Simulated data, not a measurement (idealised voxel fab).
process module | voxel transistor to metal
cross-section cut | 290 nm wide | cells 5 nm
A cross-section is a grid of square cells, given in bands from the top down. A band is one or more rows of cells.
Each band's line starts with the height of the band's top and of its bottom, in nm. Then come its materials from left to right, each with its width in nm. One material with "throughout" fills the band from edge to edge. "air" is empty space.
Height 0 is the level under which the wafer as received is all one material. The lowest band goes on downwards, as in "0 down".
A width such as "30 to 40" changes by the same amount from each row of cells to the next, from the band's top row to its bottom row.
"no change" after a step means that no cell of the cross-section changed.
closed voids: empty space of 8 cells or more with no open way to the top, each as width x height at its distance from the left edge, in nm
after a step's settings: what the simulator itself notes on the step
overlay nm, on a step with a mask: how far to the right of its planned place the mask lay; to the left if negative
Each pair below shows a cross-section before one step and the cross-section after it, down to the lowest band that changed. The line under each pair gives the step between them, with its settings. The pairs can come from different runs of this module on the same starting wafer, so a pair continues from the pair above only where its "before" says so.
before
  70 to 50: air 40 | W 15 | air 50 | W 15 | air 45 | W 15 | air 50 | W 15 | air 45
  50 to 45: air 40 | TiN 15 | air 50 | TiN 15 | air 45 | TiN 15 | air 50 | TiN 15 | air 45
  45 to 35: SiO2 40 | TiN 5 | W 15 | TiN 5 | SiO2 30 | TiN 5 | W 15 | TiN 5 | SiO2 45 | TiN 5 | W 15 | TiN 5 | SiO2 30 | TiN 5 | W 15 | TiN 5 | SiO2 45
  35 to 30: SiO2 40 | TiN 5 | W 10 | TiN 10 | SiO2 30 | TiN 10 | W 10 | TiN 5 | SiO2 45 | TiN 5 | W 10 | TiN 10 | SiO2 30 | TiN 10 | W 10 | TiN 5 | SiO2 45
  30 to 20: SiO2 40 | TiN 5 | W 10 | TiN 5 | SiN 10 | SiCN 20 | SiN 10 | TiN 5 | W 10 | TiN 5 | SiO2 45 | TiN 5 | W 10 | TiN 5 | SiN 10 | SiCN 20 | SiN 10 | TiN 5 | W 10 | TiN 5 | SiO2 45
  20 to 15: SiO2 40 | TiN 5 | W 10 | TiN 5 | SiN 10 | polySi 20 | SiN 10 | TiN 5 | W 10 | TiN 5 | SiO2 45 | TiN 5 | W 10 | TiN 5 | SiN 10 | polySi 20 | SiN 10 | TiN 5 | W 10 | TiN 5 | SiO2 45
  15 to 10: SiO2 40 | TiN 20 | SiN 10 | polySi 20 | SiN 10 | TiN 20 | SiO2 45 | TiN 20 | SiN 10 | polySi 20 | SiN 10 | TiN 20 | SiO2 45
  10 to -5: SiO2 60 | SiN 10 | polySi 20 | SiN 10 | SiO2 85 | SiN 10 | polySi 20 | SiN 10 | SiO2 65
  -5 to -10: SiO2 25 | SiGe 35 | SiO2 40 | SiGe 35 | SiO2 15 | SiGe 35 | SiO2 40 | SiGe 35 | SiO2 30
  -10 to -25: SiO2 30 | Si 100 | SiO2 25 | Si 100 | SiO2 35
  -25 down: Si throughout
  closed voids: none
after
  75 to 70: air 35 | SiN 25 | air 40 | SiN 25 | air 35 | SiN 25 | air 40 | SiN 25 | air 40
  70 to 50: air 35 | SiN 5 | W 15 | SiN 5 | air 40 | SiN 5 | W 15 | SiN 5 | air 35 | SiN 5 | W 15 | SiN 5 | air 40 | SiN 5 | W 15 | SiN 5 | air 40
  50 to 45: SiN 40 | TiN 15 | SiN 50 | TiN 15 | SiN 45 | TiN 15 | SiN 50 | TiN 15 | SiN 45
  below 45: unchanged
  closed voids: none
the step between: op CONFORMAL_DEP | material SiN | thk nm 5
before: the cross-section after the pair above
after
  80 to 75: SiO2 throughout
  75 to 70: SiO2 35 | SiN 25 | SiO2 40 | SiN 25 | SiO2 35 | SiN 25 | SiO2 40 | SiN 25 | SiO2 40
  70 to 50: SiO2 35 | SiN 5 | W 15 | SiN 5 | SiO2 40 | SiN 5 | W 15 | SiN 5 | SiO2 35 | SiN 5 | W 15 | SiN 5 | SiO2 40 | SiN 5 | W 15 | SiN 5 | SiO2 40
  below 50: unchanged
  closed voids: none
the step between: op FILL_DEP | material SiO2 | thk nm 5
before: the cross-section after the pair above
after
  70 to 50: SiO2 35 | SiN 5 | W 15 | SiN 5 | SiO2 40 | SiN 5 | W 15 | SiN 5 | SiO2 35 | SiN 5 | W 15 | SiN 5 | SiO2 40 | SiN 5 | W 15 | SiN 5 | SiO2 40
  below 50: unchanged
  closed voids: none
the step between: op CMP | height nm 70
before: the cross-section after the pair above
after
  75 to 70: SiN throughout
  below 70: unchanged
  closed voids: none
the step between: op CONFORMAL_DEP | material SiN | thk nm 5
before
  45 to 35: SiO2 40 | TiN 5 | W 15 | TiN 5 | SiO2 30 | TiN 5 | W 15 | TiN 5 | SiO2 45 | TiN 5 | W 15 | TiN 5 | SiO2 30 | TiN 5 | W 15 | TiN 5 | SiO2 45
  35 to 30: SiO2 40 | TiN 5 | W 10 | TiN 10 | SiO2 30 | TiN 10 | W 10 | TiN 5 | SiO2 45 | TiN 5 | W 10 | TiN 10 | SiO2 30 | TiN 10 | W 10 | TiN 5 | SiO2 45
  30 to 20: SiO2 40 | TiN 5 | W 10 | TiN 5 | SiN 10 | SiCN 20 | SiN 10 | TiN 5 | W 10 | TiN 5 | SiO2 45 | TiN 5 | W 10 | TiN 5 | SiN 10 | SiCN 20 | SiN 10 | TiN 5 | W 10 | TiN 5 | SiO2 45
  20 to 0: SiO2 40 | TiN 5 | W 10 | TiN 5 | SiN 10 | polySi 20 | SiN 10 | TiN 5 | W 10 | TiN 5 | SiO2 45 | TiN 5 | W 10 | TiN 5 | SiN 10 | polySi 20 | SiN 10 | TiN 5 | W 10 | TiN 5 | SiO2 45
  0 to -5: SiO2 40 | TiN 20 | SiN 10 | polySi 20 | SiN 10 | TiN 20 | SiO2 45 | TiN 20 | SiN 10 | polySi 20 | SiN 10 | TiN 20 | SiO2 45
  -5 to -10: SiO2 25 | SiGe 35 | SiO2 40 | SiGe 35 | SiO2 15 | SiGe 35 | SiO2 40 | SiGe 35 | SiO2 30
  -10 to -25: SiO2 30 | Si 100 | SiO2 25 | Si 100 | SiO2 35
  -25 down: Si throughout
  closed voids: none
after
  65 to 45: W throughout
  below 45: unchanged
  closed voids: none
the step between: op DIRECTIONAL_DEP | material W | thk nm 20
before: the cross-section after the pair above
after
  70 to 65: TiN throughout
  below 65: unchanged
  closed voids: none
the step between: op DIRECTIONAL_DEP | material TiN | thk nm 5
before: the cross-section after the pair above
after
  85 to 70: aC throughout
  below 70: unchanged
  closed voids: none
the step between: op DIRECTIONAL_DEP | material aC | thk nm 15
before: the cross-section after the pair above
after
  115 to 85: air 40 | resist 15 | air 50 | resist 15 | air 45 | resist 15 | air 50 | resist 15 | air 45
  below 85: unchanged
  closed voids: none
the step between: op PATTERN | tone cover | mask id METAL_1 | material resist | width nm 15 | thk nm 30 | overlay nm 0
before: the cross-section after the pair above
after
  100 to 85: air 40 | resist 15 | air 50 | resist 15 | air 45 | resist 15 | air 50 | resist 15 | air 45
  85 to 70: air 40 | aC 15 | air 50 | aC 15 | air 45 | aC 15 | air 50 | aC 15 | air 45
  below 70: unchanged
  closed voids: none
the step between: op DIRECTIONAL_ETCH | etch materials aC | depth nm 15
before: the cross-section after the pair above
after
  85 to 70: air 40 | aC 15 | air 50 | aC 15 | air 45 | aC 15 | air 50 | aC 15 | air 45
  below 70: unchanged
  closed voids: none
the step between: op STRIP | etch materials resist
before: the cross-section after the pair above
after
  85 to 70: air 40 | aC 15 | air 50 | aC 15 | air 45 | aC 15 | air 50 | aC 15 | air 45
  70 to 65: air 40 | TiN 15 | air 50 | TiN 15 | air 45 | TiN 15 | air 50 | TiN 15 | air 45
  below 65: unchanged
  closed voids: none
the step between: op DIRECTIONAL_ETCH | etch materials TiN | depth nm 5
before: the cross-section after the pair above
after
  70 to 65: air 40 | TiN 15 | air 50 | TiN 15 | air 45 | TiN 15 | air 50 | TiN 15 | air 45
  below 65: unchanged
  closed voids: none
the step between: op STRIP | etch materials aC
before: the cross-section after the pair above
after
  75 to 70: air 35 | SiN 25 | air 40 | SiN 25 | air 35 | SiN 25 | air 40 | SiN 25 | air 40
  70 to 65: SiN 40 | TiN 15 | SiN 50 | TiN 15 | SiN 45 | TiN 15 | SiN 50 | TiN 15 | SiN 45
  below 65: unchanged
  closed voids: none
the step between: op CONFORMAL_DEP | material SiN | thk nm 5
before: the cross-section after the pair above
after
  80 to 75: SiO2 throughout
  75 to 70: SiO2 35 | SiN 25 | SiO2 40 | SiN 25 | SiO2 35 | SiN 25 | SiO2 40 | SiN 25 | SiO2 40
  below 70: unchanged
  closed voids: none
the step between: op FILL_DEP | material SiO2 | thk nm 5
before: the cross-section after the pair above
after
  70 to 65: SiN 40 | TiN 15 | SiN 50 | TiN 15 | SiN 45 | TiN 15 | SiN 50 | TiN 15 | SiN 45
  below 65: unchanged
  closed voids: none
the step between: op CMP | height nm 70
before: the cross-section after the pair above
after
  75 to 70: SiN throughout
  below 70: unchanged
  closed voids: none
the step between: op CONFORMAL_DEP | material SiN | thk nm 5
before
  30 to 10: air 30 | resist 100 | air 25 | resist 100 | air 35
  10 to 0: air 30 | SiN 100 | air 25 | SiN 100 | air 35
  0 to -5: air 30 | SiO2 100 | air 25 | SiO2 100 | air 35
  -5 down: Si throughout
  closed voids: none
after
  30 to 10: air 30 | resist 100 | air 25 | resist 100 | air 35
  10 to 0: air 30 | SiN 100 | air 25 | SiN 100 | air 35
  0 to -5: air 30 | SiO2 100 | air 25 | SiO2 100 | air 35
  -5 to -30: air 30 | Si 100 | air 25 | Si 100 | air 35
  below -30: unchanged
  closed voids: none
the step between: op DIRECTIONAL_ETCH | etch materials Si | depth nm 25
before: the cross-section after the pair above
after
  10 to 0: air 30 | SiN 100 | air 25 | SiN 100 | air 35
  below 0: unchanged
  closed voids: none
the step between: op STRIP | etch materials resist
before: the cross-section after the pair above
after
  25 to 10: SiO2 throughout
  10 to 0: SiO2 30 | SiN 100 | SiO2 25 | SiN 100 | SiO2 35
  0 to -5: SiO2 throughout
  -5 to -30: SiO2 30 | Si 100 | SiO2 25 | Si 100 | SiO2 35
  below -30: unchanged
  closed voids: none
the step between: op FILL_DEP | material SiO2 | thk nm 15
before: the cross-section after the pair above
after
  10 to 0: SiO2 30 | SiN 100 | SiO2 25 | SiN 100 | SiO2 35
  below 0: unchanged
  closed voids: none
the step between: op CMP | height nm 10
before: the cross-section after the pair above
after
  10 to 0: air 30 | SiN 100 | air 25 | SiN 100 | air 35
  below 0: unchanged
  closed voids: none
the step between: op SELECTIVE_ETCH | etch materials SiO2 | depth nm 10
before: the cross-section after the pair above
after
  0 to -5: SiO2 throughout
  below -5: unchanged
  closed voids: none
the step between: op STRIP | etch materials SiN
before: the cross-section after the pair above
after
  -5 to -30: SiO2 30 | Si 100 | SiO2 25 | Si 100 | SiO2 35
  below -30: unchanged
  closed voids: none
the step between: op SELECTIVE_ETCH | etch materials SiO2 | depth nm 5
before: the cross-section after the pair above
after
  -5 to -10: SiO2 throughout
  below -10: unchanged
  closed voids: none
the step between: op OXIDIZE | depth nm 5
before: the cross-section after the pair above
after
  20 to -5: polySi throughout
  below -5: unchanged
  closed voids: none
the step between: op DIRECTIONAL_DEP | material polySi | thk nm 25
before: the cross-section after the pair above
after
  30 to 20: SiCN throughout
  below 20: unchanged
  closed voids: none
the step between: op DIRECTIONAL_DEP | material SiCN | thk nm 10
before: the cross-section after the pair above
after
  45 to 30: aC throughout
  below 30: unchanged
  closed voids: none
the step between: op DIRECTIONAL_DEP | material aC | thk nm 15
before: the cross-section after the pair above
after
  80 to 45: air 70 | resist 20 | air 105 | resist 20 | air 75
  below 45: unchanged
  closed voids: none
the step between: op PATTERN | tone cover | mask id GATE | material resist | width nm 20 | pitch nm 125 | thk nm 35 | overlay nm 0
before: the cross-section after the pair above
after
  65 to 45: air 70 | resist 20 | air 105 | resist 20 | air 75
  45 to 30: air 70 | aC 20 | air 105 | aC 20 | air 75
  below 30: unchanged
  closed voids: none
the step between: op DIRECTIONAL_ETCH | etch materials aC | depth nm 15
before: the cross-section after the pair above
after
  45 to 30: air 70 | aC 20 | air 105 | aC 20 | air 75
  below 30: unchanged
  closed voids: none
the step between: op STRIP | etch materials resist
before: the cross-section after the pair above
after
  45 to 30: air 70 | aC 20 | air 105 | aC 20 | air 75
  30 to 20: air 70 | SiCN 20 | air 105 | SiCN 20 | air 75
  below 20: unchanged
  closed voids: none
the step between: op DIRECTIONAL_ETCH | etch materials SiCN | depth nm 20
before: the cross-section after the pair above
after
  45 to 30: air 70 | aC 20 | air 105 | aC 20 | air 75
  30 to 20: air 70 | SiCN 20 | air 105 | SiCN 20 | air 75
  20 to -5: air 70 | polySi 20 | air 105 | polySi 20 | air 75
  below -5: unchanged
  closed voids: none
the step between: op DIRECTIONAL_ETCH | etch materials polySi | depth nm 35
before: the cross-section after the pair above
after
  30 to 20: air 70 | SiCN 20 | air 105 | SiCN 20 | air 75
  below 20: unchanged
  closed voids: none
the step between: op STRIP | etch materials aC
before: the cross-section after the pair above
after
  40 to 30: air 60 | SiN 40 | air 85 | SiN 40 | air 65
  30 to 20: air 60 | SiN 10 | SiCN 20 | SiN 10 | air 85 | SiN 10 | SiCN 20 | SiN 10 | air 65
  20 to 5: air 60 | SiN 10 | polySi 20 | SiN 10 | air 85 | SiN 10 | polySi 20 | SiN 10 | air 65
  5 to -5: SiN 70 | polySi 20 | SiN 105 | polySi 20 | SiN 75
  below -5: unchanged
  closed voids: none
the step between: op CONFORMAL_DEP | material SiN | thk nm 10
before: the cross-section after the pair above
after
  30 to 20: air 60 | SiN 10 | SiCN 20 | SiN 10 | air 85 | SiN 10 | SiCN 20 | SiN 10 | air 65
  20 to -5: air 60 | SiN 10 | polySi 20 | SiN 10 | air 85 | SiN 10 | polySi 20 | SiN 10 | air 65
  below -5: unchanged
  closed voids: none
the step between: op DIRECTIONAL_ETCH | etch materials SiN | depth nm 10
before: the cross-section after the pair above
after
  30 to 20: air 60 | SiN 10 | SiCN 20 | SiN 10 | air 85 | SiN 10 | SiCN 20 | SiN 10 | air 65
  20 to -5: air 60 | SiN 10 | polySi 20 | SiN 10 | air 85 | SiN 10 | polySi 20 | SiN 10 | air 65
  -5 to -10: air 60 | SiO2 40 | air 85 | SiO2 40 | air 65
  below -10: unchanged
  closed voids: none
the step between: op DIRECTIONAL_ETCH | etch materials SiO2 | depth nm 5
before: the cross-section after the pair above
after
  30 to 20: air 60 | SiN 10 | SiCN 20 | SiN 10 | air 85 | SiN 10 | SiCN 20 | SiN 10 | air 65
  20 to -5: air 60 | SiN 10 | polySi 20 | SiN 10 | air 85 | SiN 10 | polySi 20 | SiN 10 | air 65
  -5 to -10: air 25 | SiGe 35 | SiO2 40 | SiGe 35 | air 15 | SiGe 35 | SiO2 40 | SiGe 35 | air 30
  below -10: unchanged
  closed voids: none
the step between: op EPI | material SiGe | thk nm 5
before: the cross-section after the pair above
after
  35 to 30: SiO2 throughout
  30 to 20: SiO2 60 | SiN 10 | SiCN 20 | SiN 10 | SiO2 85 | SiN 10 | SiCN 20 | SiN 10 | SiO2 65
  20 to -5: SiO2 60 | SiN 10 | polySi 20 | SiN 10 | SiO2 85 | SiN 10 | polySi 20 | SiN 10 | SiO2 65
  -5 to -10: SiO2 25 | SiGe 35 | SiO2 40 | SiGe 35 | SiO2 15 | SiGe 35 | SiO2 40 | SiGe 35 | SiO2 30
  below -10: unchanged
  closed voids: none
the step between: op FILL_DEP | material SiO2 | thk nm 5
before: the cross-section after the pair above
after
  30 to 20: SiO2 60 | SiN 10 | SiCN 20 | SiN 10 | SiO2 85 | SiN 10 | SiCN 20 | SiN 10 | SiO2 65
  below 20: unchanged
  closed voids: none
the step between: op CMP | height nm 30
before: the cross-section after the pair above
after
  45 to 30: SiO2 throughout
  below 30: unchanged
  closed voids: none
the step between: op DIRECTIONAL_DEP | material SiO2 | thk nm 15
before: the cross-section after the pair above
after
  60 to 45: resist 40 | air 25 | resist 30 | air 25 | resist 45 | air 25 | resist 30 | air 25 | resist 45
  below 45: unchanged
  closed voids: none
the step between: op PATTERN | tone open | mask id CONTACT | material resist | width nm 25 | thk nm 15 | overlay nm 0
before: the cross-section after the pair above
after
  60 to 45: resist 40 | air 25 | resist 30 | air 25 | resist 45 | air 25 | resist 30 | air 25 | resist 45
  45 to 30: SiO2 40 | air 25 | SiO2 30 | air 25 | SiO2 45 | air 25 | SiO2 30 | air 25 | SiO2 45
  30 to 20: SiO2 40 | air 20 | SiN 10 | SiCN 20 | SiN 10 | air 20 | SiO2 45 | air 20 | SiN 10 | SiCN 20 | SiN 10 | air 20 | SiO2 45
  20 to -5: SiO2 40 | air 20 | SiN 10 | polySi 20 | SiN 10 | air 20 | SiO2 45 | air 20 | SiN 10 | polySi 20 | SiN 10 | air 20 | SiO2 45
  below -5: unchanged
  closed voids: none
the step between: op DIRECTIONAL_ETCH | etch materials SiO2 | depth nm 50
before: the cross-section after the pair above
after
  45 to 30: SiO2 40 | air 25 | SiO2 30 | air 25 | SiO2 45 | air 25 | SiO2 30 | air 25 | SiO2 45
  below 30: unchanged
  closed voids: none
the step between: op STRIP | etch materials resist
before: the cross-section after the pair above
after
  50 to 45: TiN 45 | air 15 | TiN 40 | air 15 | TiN 55 | air 15 | TiN 40 | air 15 | TiN 50
  45 to 35: SiO2 40 | TiN 5 | air 15 | TiN 5 | SiO2 30 | TiN 5 | air 15 | TiN 5 | SiO2 45 | TiN 5 | air 15 | TiN 5 | SiO2 30 | TiN 5 | air 15 | TiN 5 | SiO2 45
  35 to 30: SiO2 40 | TiN 5 | air 10 | TiN 10 | SiO2 30 | TiN 10 | air 10 | TiN 5 | SiO2 45 | TiN 5 | air 10 | TiN 10 | SiO2 30 | TiN 10 | air 10 | TiN 5 | SiO2 45
  30 to 20: SiO2 40 | TiN 5 | air 10 | TiN 5 | SiN 10 | SiCN 20 | SiN 10 | TiN 5 | air 10 | TiN 5 | SiO2 45 | TiN 5 | air 10 | TiN 5 | SiN 10 | SiCN 20 | SiN 10 | TiN 5 | air 10 | TiN 5 | SiO2 45
  20 to 0: SiO2 40 | TiN 5 | air 10 | TiN 5 | SiN 10 | polySi 20 | SiN 10 | TiN 5 | air 10 | TiN 5 | SiO2 45 | TiN 5 | air 10 | TiN 5 | SiN 10 | polySi 20 | SiN 10 | TiN 5 | air 10 | TiN 5 | SiO2 45
  0 to -5: SiO2 40 | TiN 20 | SiN 10 | polySi 20 | SiN 10 | TiN 20 | SiO2 45 | TiN 20 | SiN 10 | polySi 20 | SiN 10 | TiN 20 | SiO2 45
  below -5: unchanged
  closed voids: none
the step between: op CONFORMAL_DEP | material TiN | thk nm 5
before: the cross-section after the pair above
after
  60 to 50: W throughout
  50 to 45: TiN 45 | W 15 | TiN 40 | W 15 | TiN 55 | W 15 | TiN 40 | W 15 | TiN 50
  45 to 35: SiO2 40 | TiN 5 | W 15 | TiN 5 | SiO2 30 | TiN 5 | W 15 | TiN 5 | SiO2 45 | TiN 5 | W 15 | TiN 5 | SiO2 30 | TiN 5 | W 15 | TiN 5 | SiO2 45
  35 to 30: SiO2 40 | TiN 5 | W 10 | TiN 10 | SiO2 30 | TiN 10 | W 10 | TiN 5 | SiO2 45 | TiN 5 | W 10 | TiN 10 | SiO2 30 | TiN 10 | W 10 | TiN 5 | SiO2 45
  30 to 20: SiO2 40 | TiN 5 | W 10 | TiN 5 | SiN 10 | SiCN 20 | SiN 10 | TiN 5 | W 10 | TiN 5 | SiO2 45 | TiN 5 | W 10 | TiN 5 | SiN 10 | SiCN 20 | SiN 10 | TiN 5 | W 10 | TiN 5 | SiO2 45
  20 to 0: SiO2 40 | TiN 5 | W 10 | TiN 5 | SiN 10 | polySi 20 | SiN 10 | TiN 5 | W 10 | TiN 5 | SiO2 45 | TiN 5 | W 10 | TiN 5 | SiN 10 | polySi 20 | SiN 10 | TiN 5 | W 10 | TiN 5 | SiO2 45
  below 0: unchanged
  closed voids: none
the step between: op FILL_DEP | material W | thk nm 10
before: the cross-section after the pair above
after
  45 to 35: SiO2 40 | TiN 5 | W 15 | TiN 5 | SiO2 30 | TiN 5 | W 15 | TiN 5 | SiO2 45 | TiN 5 | W 15 | TiN 5 | SiO2 30 | TiN 5 | W 15 | TiN 5 | SiO2 45
  below 35: unchanged
  closed voids: none
the step between: op CMP | height nm 45
before: the cross-section after the pair above
after
  50 to 45: TiN throughout
  below 45: unchanged
  closed voids: none
the step between: op DIRECTIONAL_DEP | material TiN | thk nm 5
before: the cross-section after the pair above
after
  70 to 50: W throughout
  below 50: unchanged
  closed voids: none
the step between: op DIRECTIONAL_DEP | material W | thk nm 20
before: the cross-section after the pair above
after
  85 to 70: aC throughout
  below 70: unchanged
  closed voids: none
the step between: op DIRECTIONAL_DEP | material aC | thk nm 15
before: the cross-section after the pair above
after
  115 to 85: air 40 | resist 15 | air 50 | resist 15 | air 45 | resist 15 | air 50 | resist 15 | air 45
  below 85: unchanged
  closed voids: none
the step between: op PATTERN | tone cover | mask id METAL_1 | material resist | width nm 15 | thk nm 30 | overlay nm 0
before: the cross-section after the pair above
after
  100 to 85: air 40 | resist 15 | air 50 | resist 15 | air 45 | resist 15 | air 50 | resist 15 | air 45
  85 to 70: air 40 | aC 15 | air 50 | aC 15 | air 45 | aC 15 | air 50 | aC 15 | air 45
  below 70: unchanged
  closed voids: none
the step between: op DIRECTIONAL_ETCH | etch materials aC | depth nm 15
before: the cross-section after the pair above
after
  85 to 70: air 40 | aC 15 | air 50 | aC 15 | air 45 | aC 15 | air 50 | aC 15 | air 45
  below 70: unchanged
  closed voids: none
the step between: op STRIP | etch materials resist
before: the cross-section after the pair above
after
  85 to 70: air 40 | aC 15 | air 50 | aC 15 | air 45 | aC 15 | air 50 | aC 15 | air 45
  70 to 50: air 40 | W 15 | air 50 | W 15 | air 45 | W 15 | air 50 | W 15 | air 45
  below 50: unchanged
  closed voids: none
the step between: op DIRECTIONAL_ETCH | etch materials W | depth nm 20
before: the cross-section after the pair above
after
  85 to 70: air 40 | aC 15 | air 50 | aC 15 | air 45 | aC 15 | air 50 | aC 15 | air 45
  70 to 50: air 40 | W 15 | air 50 | W 15 | air 45 | W 15 | air 50 | W 15 | air 45
  50 to 45: air 40 | TiN 15 | air 50 | TiN 15 | air 45 | TiN 15 | air 50 | TiN 15 | air 45
  below 45: unchanged
  closed voids: none
the step between: op DIRECTIONAL_ETCH | etch materials TiN | depth nm 5
before: the cross-section after the pair above
after
  70 to 50: air 40 | W 15 | air 50 | W 15 | air 45 | W 15 | air 50 | W 15 | air 45
  below 50: unchanged
  closed voids: none
the step between: op STRIP | etch materials aC
before: the cross-section after the pair above
after
  75 to 70: air 35 | SiN 25 | air 40 | SiN 25 | air 35 | SiN 25 | air 40 | SiN 25 | air 40
  70 to 50: air 35 | SiN 5 | W 15 | SiN 5 | air 40 | SiN 5 | W 15 | SiN 5 | air 35 | SiN 5 | W 15 | SiN 5 | air 40 | SiN 5 | W 15 | SiN 5 | air 40
  50 to 45: SiN 40 | TiN 15 | SiN 50 | TiN 15 | SiN 45 | TiN 15 | SiN 50 | TiN 15 | SiN 45
  below 45: unchanged
  closed voids: none
the step between: op CONFORMAL_DEP | material SiN | thk nm 5
before: the cross-section after the pair above
after
  80 to 75: SiO2 throughout
  75 to 70: SiO2 35 | SiN 25 | SiO2 40 | SiN 25 | SiO2 35 | SiN 25 | SiO2 40 | SiN 25 | SiO2 40
  70 to 50: SiO2 35 | SiN 5 | W 15 | SiN 5 | SiO2 40 | SiN 5 | W 15 | SiN 5 | SiO2 35 | SiN 5 | W 15 | SiN 5 | SiO2 40 | SiN 5 | W 15 | SiN 5 | SiO2 40
  below 50: unchanged
  closed voids: none
the step between: op FILL_DEP | material SiO2 | thk nm 5
before: the cross-section after the pair above
after
  70 to 50: SiO2 35 | SiN 5 | W 15 | SiN 5 | SiO2 40 | SiN 5 | W 15 | SiN 5 | SiO2 35 | SiN 5 | W 15 | SiN 5 | SiO2 40 | SiN 5 | W 15 | SiN 5 | SiO2 40
  below 50: unchanged
  closed voids: none
the step between: op CMP | height nm 70
before: the cross-section after the pair above
after
  75 to 70: SiN throughout
  below 70: unchanged
  closed voids: none
the step between: op CONFORMAL_DEP | material SiN | thk nm 5
before
  85 to 70: aC throughout
  70 to 50: W throughout
  50 to 45: TiN throughout
  45 to 35: SiO2 40 | TiN 5 | W 15 | TiN 5 | SiO2 30 | TiN 5 | W 15 | TiN 5 | SiO2 45 | TiN 5 | W 15 | TiN 5 | SiO2 30 | TiN 5 | W 15 | TiN 5 | SiO2 45
  35 to 30: SiO2 40 | TiN 5 | W 10 | TiN 10 | SiO2 30 | TiN 10 | W 10 | TiN 5 | SiO2 45 | TiN 5 | W 10 | TiN 10 | SiO2 30 | TiN 10 | W 10 | TiN 5 | SiO2 45
  30 to 20: SiO2 40 | TiN 5 | W 10 | TiN 5 | SiN 10 | SiCN 20 | SiN 10 | TiN 5 | W 10 | TiN 5 | SiO2 45 | TiN 5 | W 10 | TiN 5 | SiN 10 | SiCN 20 | SiN 10 | TiN 5 | W 10 | TiN 5 | SiO2 45
  20 to 0: SiO2 40 | TiN 5 | W 10 | TiN 5 | SiN 10 | polySi 20 | SiN 10 | TiN 5 | W 10 | TiN 5 | SiO2 45 | TiN 5 | W 10 | TiN 5 | SiN 10 | polySi 20 | SiN 10 | TiN 5 | W 10 | TiN 5 | SiO2 45
  0 to -5: SiO2 40 | TiN 20 | SiN 10 | polySi 20 | SiN 10 | TiN 20 | SiO2 45 | TiN 20 | SiN 10 | polySi 20 | SiN 10 | TiN 20 | SiO2 45
  -5 to -10: SiO2 25 | SiGe 35 | SiO2 40 | SiGe 35 | SiO2 15 | SiGe 35 | SiO2 40 | SiGe 35 | SiO2 30
  -10 to -25: SiO2 30 | Si 100 | SiO2 25 | Si 100 | SiO2 35
  -25 down: Si throughout
  closed voids: none
after
  115 to 85: air 40 | resist 20 | air 45 | resist 20 | air 40 | resist 20 | air 45 | resist 20 | air 40
  below 85: unchanged
  closed voids: none
the step between: op PATTERN | tone cover | mask id METAL_1 | material resist | width nm 20 | thk nm 30 | overlay nm 0
before: the cross-section after the pair above
after
  100 to 85: air 40 | resist 20 | air 45 | resist 20 | air 40 | resist 20 | air 45 | resist 20 | air 40
  85 to 70: air 40 | aC 20 | air 45 | aC 20 | air 40 | aC 20 | air 45 | aC 20 | air 40
  below 70: unchanged
  closed voids: none
the step between: op DIRECTIONAL_ETCH | etch materials aC | depth nm 15
before: the cross-section after the pair above
after
  85 to 70: air 40 | aC 20 | air 45 | aC 20 | air 40 | aC 20 | air 45 | aC 20 | air 40
  below 70: unchanged
  closed voids: none
the step between: op STRIP | etch materials resist
before: the cross-section after the pair above
after
  85 to 70: air 40 | aC 20 | air 45 | aC 20 | air 40 | aC 20 | air 45 | aC 20 | air 40
  70 to 50: air 40 | W 20 | air 45 | W 20 | air 40 | W 20 | air 45 | W 20 | air 40
  below 50: unchanged
  closed voids: none
the step between: op DIRECTIONAL_ETCH | etch materials W | depth nm 20
before: the cross-section after the pair above
after
  85 to 70: air 40 | aC 20 | air 45 | aC 20 | air 40 | aC 20 | air 45 | aC 20 | air 40
  70 to 50: air 40 | W 20 | air 45 | W 20 | air 40 | W 20 | air 45 | W 20 | air 40
  50 to 45: air 40 | TiN 20 | air 45 | TiN 20 | air 40 | TiN 20 | air 45 | TiN 20 | air 40
  below 45: unchanged
  closed voids: none
the step between: op DIRECTIONAL_ETCH | etch materials TiN | depth nm 5
before: the cross-section after the pair above
after
  70 to 50: air 40 | W 20 | air 45 | W 20 | air 40 | W 20 | air 45 | W 20 | air 40
  below 50: unchanged
  closed voids: none
the step between: op STRIP | etch materials aC
before: the cross-section after the pair above
after
  75 to 70: air 35 | SiN 30 | air 35 | SiN 30 | air 30 | SiN 30 | air 35 | SiN 30 | air 35
  70 to 50: air 35 | SiN 5 | W 20 | SiN 5 | air 35 | SiN 5 | W 20 | SiN 5 | air 30 | SiN 5 | W 20 | SiN 5 | air 35 | SiN 5 | W 20 | SiN 5 | air 35
  50 to 45: SiN 40 | TiN 20 | SiN 45 | TiN 20 | SiN 40 | TiN 20 | SiN 45 | TiN 20 | SiN 40
  below 45: unchanged
  closed voids: none
the step between: op CONFORMAL_DEP | material SiN | thk nm 5
before: the cross-section after the pair above
after
  80 to 75: SiO2 throughout
  75 to 70: SiO2 35 | SiN 30 | SiO2 35 | SiN 30 | SiO2 30 | SiN 30 | SiO2 35 | SiN 30 | SiO2 35
  70 to 50: SiO2 35 | SiN 5 | W 20 | SiN 5 | SiO2 35 | SiN 5 | W 20 | SiN 5 | SiO2 30 | SiN 5 | W 20 | SiN 5 | SiO2 35 | SiN 5 | W 20 | SiN 5 | SiO2 35
  below 50: unchanged
  closed voids: none
the step between: op FILL_DEP | material SiO2 | thk nm 5
before: the cross-section after the pair above
after
  70 to 50: SiO2 35 | SiN 5 | W 20 | SiN 5 | SiO2 35 | SiN 5 | W 20 | SiN 5 | SiO2 30 | SiN 5 | W 20 | SiN 5 | SiO2 35 | SiN 5 | W 20 | SiN 5 | SiO2 35
  below 50: unchanged
  closed voids: none
the step between: op CMP | height nm 70
before: the cross-section after the pair above
after
  75 to 70: SiN throughout
  below 70: unchanged
  closed voids: none
the step between: op CONFORMAL_DEP | material SiN | thk nm 5
